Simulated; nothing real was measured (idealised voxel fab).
The name of this process module is voxel self aligned vias.
Xsec cut, 155 nm wide, square cell size 5 nm.
Notation: cross-section as square-cell grid; stated in bands, top first, going down; one or more cell rows per band.
Band: top and bottom heights (nm) first, top before bottom; then materials from left to right, widths in nm. "full width" marks a sole material filling the band edge to edge. "blank" denotes empty space.
Note: height 0 marks the level under which the wafer is uniformly one material as received. Lowest band unbounded below, written "0 -> down".
Think of "30..40" as a width that walks from the first number to the second as you go down the band, top row to bottom row, taking equal-sized steps from row to row.
A step reported as "everything unchanged" is a step in which no cell of the cross-section changed.
Entry "Entrapped voids" = empty spaces >= 8 cells with no open way to the top; each as width x height at distance, distance from left edge, all nm.
Formally, on a step line, whatever follows the settings is a remark that the simulator itself makes on the step.
On any step carrying a mask, the "overlay nm" setting, if present on the step's line, tells how far right of its planned place the mask lay; negative values point to the left.
Process steps foreseen in the plan
1) RECEIVE (material Si)
2) CONFORMAL_DEP (material SiO2; thk nm 10)
3) CONFORMAL_DEP (material SiCN; thk nm 5)
4) DIRECTIONAL_DEP (material lowk; thk nm 25)
5) DIRECTIONAL_DEP (material aC; thk nm 15)
6) PATTERN (tone open; mask id LINES; material resist; width nm 20; pitch nm 70; thk nm 35; overlay nm 0)
7) DIRECTIONAL_ETCH (etch materials aC; depth nm 15)
8) STRIP (etch materials resist)
9) DIRECTIONAL_ETCH (etch materials lowk; depth nm 25)
10) STRIP (etch materials aC)
11) CONFORMAL_DEP (material TiN; thk nm 5)
12) FILL_DEP (material Ru; thk nm 5)
13) CMP (height nm 40)
14) SELECTIVE_ETCH (etch materials W Ru TiN; depth nm 5)
15) FILL_DEP (material SiN; thk nm 10)
16) CMP (height nm 40)
17) DIRECTIONAL_DEP (material lowk; thk nm 15)
18) MASKED_ETCH (tone open; mask id VIAS; width nm 40; etch materials lowk; depth nm 15; overlay nm 0)
19) MASKED_ETCH (tone open; mask id VIAS; width nm 40; etch materials SiN; depth nm 5; overlay nm 0)
20) CONFORMAL_DEP (material TiN; thk nm 5)
21) FILL_DEP (material Cu; thk nm 10)
22) CMP (height nm 55)
23) CONFORMAL_DEP (material SiN; thk nm 5)
Received-state cross-section, reflecting completion of step 1
- 0 -> down = Si full width
- Entrapped voids: none
Cross-section at module end, one run error; start and plan unchanged from above
- 60 -> 55 = SiN full width
- 55 -> 45 = 15 of Cu; 5 of TiN; 40 of lowk; 5 of TiN; 90 of Cu
- 45 -> 40 = 20 of TiN; 40 of lowk; 95 of TiN
- 40 -> 35 = 30 of lowk; 20 of SiN; 50 of lowk; 20 of SiN; 35 of lowk
- 35 -> 20 = 30 of lowk; 5 of TiN; 10 of Ru; 5 of TiN; 50 of lowk; 5 of TiN; 10 of Ru; 5 of TiN; 35 of lowk
- 20 -> 15 = 30 of lowk; 20 of TiN; 50 of lowk; 20 of TiN; 35 of lowk
- 15 -> 10 = SiCN full width
- 10 -> 0 = SiO2 full width
- 0 -> down = Si full width
- Entrapped voids: none
Run error: not per plan at step 18, really ran MASKED_ETCH (tone cover; mask id VIAS; width nm 40; etch materials lowk; depth nm 15; overlay nm 0)
